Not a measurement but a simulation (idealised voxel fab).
Process module name: voxel transistor to metal
In the cross-section labelled cut, the width is 155 nm and each square cell is 5 nm.
In this document a cross-section is written as a grid of square cells. It is given as a series of bands, listed from the top down, and a band is one or more rows of cells.
The entry gives the band's vertical extent as a top height and a bottom height in nm, then its horizontal make-up as materials from left to right, each with a width in nm. "blank" stands for empty space; a single material marked "throughout" fills the band edge to edge.
Where do heights start? At 0: under that level the wafer as delivered is made of one material only. And the lowest band has no floor; it just carries on downward, as in "top 0, no bottom".
Quick explanation for "30 to 40": the width changes in equal steps down the rows of cells, from the first number in the band's top row to the second number in its bottom row.
Key: "no modifications" - step with no changed cell in the cross-section.
What "Sealed void listing" gives you is every empty space of 8 cells or more that is cut off from the top. Each appears as width x height at distance, with the distance taken from the left edge and width, height and distance all in nm.
Anything after a step's settings on that line? It's the simulator's own note about the step.
overlay nm: on a step with a mask, how far right of its planned place the mask lay; negative means left.

Intended process steps
1: RECEIVE | material Si
2: OXIDIZE | depth nm 5
3: CONFORMAL_DEP | material SiN | thk nm 15
4: DIRECTIONAL_DEP | material aC | thk nm 15
5: PATTERN | tone cover | mask id ACTIVE | material resist | width nm 120 | thk nm 30 | overlay nm 0
6: DIRECTIONAL_ETCH | etch materials aC | depth nm 15
7: STRIP | etch materials resist
8: DIRECTIONAL_ETCH | etch materials SiN | depth nm 15
9: DIRECTIONAL_ETCH | etch materials SiO2 | depth nm 5
10: DIRECTIONAL_ETCH | etch materials Si | depth nm 35
11: STRIP | etch materials aC
12: FILL_DEP | material SiO2 | thk nm 15
13: CMP | height nm 15
14: SELECTIVE_ETCH | etch materials SiO2 | depth nm 5
15: STRIP | etch materials SiN
16: SELECTIVE_ETCH | etch materials SiO2 | depth nm 5
17: OXIDIZE | depth nm 5
18: DIRECTIONAL_DEP | material polySi | thk nm 20
19: DIRECTIONAL_DEP | material SiCN | thk nm 10
20: MASKED_ETCH | tone cover | mask id GATE | width nm 30 | etch materials SiCN | depth nm 20 | overlay nm 0
21: MASKED_ETCH | tone cover | mask id GATE | width nm 30 | etch materials polySi | depth nm 30 | overlay nm 0
22: CONFORMAL_DEP | material SiO2 | thk nm 5
23: DIRECTIONAL_ETCH | etch materials SiO2 | depth nm 5
24: CONFORMAL_DEP | material SiN | thk nm 10
25: DIRECTIONAL_ETCH | etch materials SiN | depth nm 10
26: DIRECTIONAL_ETCH | etch materials SiO2 | depth nm 5
27: DIRECTIONAL_ETCH | etch materials Si | depth nm 15
28: EPI | material SiGe | thk nm 15
29: FILL_DEP | material SiO2 | thk nm 10
30: CMP | height nm 5
31: STRIP | etch materials polySi
32: SELECTIVE_ETCH | etch materials SiO2 | depth nm 5
33: CONFORMAL_DEP | material HfO2 | thk nm 5
34: CONFORMAL_DEP | material TiN | thk nm 5
35: FILL_DEP | material W | thk nm 10
36: CMP | height nm 10
37: DIRECTIONAL_DEP | material SiO2 | thk nm 15
38: DIRECTIONAL_DEP | material aC | thk nm 15
39: PATTERN | tone open | mask id CONTACT | material resist | width nm 20 | pitch nm 80 | thk nm 30 | overlay nm 0
40: DIRECTIONAL_ETCH | etch materials aC | depth nm 15
41: STRIP | etch materials resist
42: DIRECTIONAL_ETCH | etch materials SiO2 | depth nm 20
43: STRIP | etch materials aC
44: CONFORMAL_DEP | material TiN | thk nm 5
45: FILL_DEP | material W | thk nm 5
46: CMP | height nm 25
47: DIRECTIONAL_DEP | material TiN | thk nm 5
48: DIRECTIONAL_DEP | material W | thk nm 15
49: MASKED_ETCH | tone cover | mask id METAL_1 | width nm 20 | pitch nm 80 | etch materials W | depth nm 15 | overlay nm 0
50: MASKED_ETCH | tone cover | mask id METAL_1 | width nm 20 | pitch nm 80 | etch materials TiN | depth nm 5 | overlay nm 0
51: FILL_DEP | material SiO2 | thk nm 5
52: CMP | height nm 45
53: CONFORMAL_DEP | material SiCN | thk nm 5
The height nm used in step 30 is not the same on every wafer, whereas the starting condition is; the value printed in the plan is the first wafer's.

First of several wafers (as received, post step 1), cross-sectional view
	top 0, no bottom  Si throughout
	Sealed void listing: none

Note: the following table is arranged by wafer, a row apiece. Each row reports the end-of-module state: per material, cells gained (+) or cells lost (-) compared with the wafer as received; closed voids follow
height nm 5 | +39 HfO2 | -128 Si | +31 SiCN | +48 SiGe | +16 SiN | +225 SiO2 | +39 TiN | +40 W | Sealed void listing: none
height nm 10 | +33 HfO2 | -128 Si | +31 SiCN | +48 SiGe | +20 SiN | +232 SiO2 | +34 TiN | +40 W | Sealed void listing: none
height nm 15 | +14 HfO2 | -128 Si | +31 SiCN | +48 SiGe | +20 SiN | +243 SiO2 | +38 TiN | +44 W | Sealed void listing: none
height nm 20 | -128 Si | +31 SiCN | +48 SiGe | +20 SiN | +257 SiO2 | +28 TiN | +36 W | +18 polySi | Sealed void listing: none
height nm 25 | -128 Si | +31 SiCN | +48 SiGe | +20 SiN | +257 SiO2 | +28 TiN | +36 W | +18 polySi | Sealed void listing: none
height nm 30 | -128 Si | +31 SiCN | +48 SiGe | +20 SiN | +257 SiO2 | +28 TiN | +36 W | +18 polySi | Sealed void listing: none
